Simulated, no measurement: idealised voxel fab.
The following is a process module called voxel tone inversion.
We display cut, a cross-section 260 nm in width whose square cells are each 5 nm.
Square cells in a grid make up a cross-section in this document, and the grid is given as bands, listed from the top down, each one or more rows of cells.
Band: top and bottom heights (nm) first, top before bottom; then materials from left to right, widths in nm. "throughout" marks a sole material filling the band edge to edge. "blank" denotes empty space.
A quick word on heights: they are counted from 0, and under that level the wafer as it came to us is one material throughout. The lowest band is different from the rest in having no bottom; it simply continues downward, written as in "0 -> down".
The two numbers in a width such as "30 to 40" mark its ends across the band: the first belongs to the top row of cells, the second to the bottom row, and from each row to the next the width moves by the same amount.
Step marked "remains unaltered"? Then no cell in the cross-section changed in it.
In the "Sealed voids" entry, you get each enclosed empty space of 8 cells or more, one with no open way to the top, written width x height at distance, distance from the left edge, in nm.
On each step's line, the part that comes after the settings is the simulator's own comment on the step.
If you see "overlay nm" on a step's line and that step has a mask, it's telling you how far right of where it was planned the mask ended up; a negative number means it went left instead.

[The planned process steps are enumerated hereunder]
1: RECEIVE with material Si
2: CONFORMAL_DEP with material SiCN, thk nm 10
3: DIRECTIONAL_DEP with material polySi, thk nm 25
4: PATTERN with tone cover, mask id POSTS, material resist, width nm 20, pitch nm 45, thk nm 30, overlay nm 0
5: DIRECTIONAL_ETCH with etch materials polySi, depth nm 15
6: STRIP with etch materials resist
7: FILL_DEP with material lowk, thk nm 10
8: CMP with height nm 35
9: STRIP with etch materials polySi
The wafers in this document start out alike and differ in the depth nm applied at step 5; the plan shows the value used for the first wafer.

[The first of several wafers as received, shown in cross-section; this is its state after step 1]
> 0 -> down  Si throughout
> Sealed voids: none

[For your reference, the table is organized with a row per wafer; each row reflects the wafer at the end of the module, indicating for each material the cells gained (+) or lost (-) since receipt, and thereafter its closed voids]
depth nm 15, +104 SiCN, Sealed voids: none
depth nm 20, +104 SiCN, Sealed voids: none
depth nm 25, +104 SiCN, +180 lowk, Sealed voids: none
depth nm 30, +104 SiCN, +180 lowk, Sealed voids: none
depth nm 35, +104 SiCN, +180 lowk, Sealed voids: none
depth nm 40, +104 SiCN, +180 lowk, Sealed voids: none
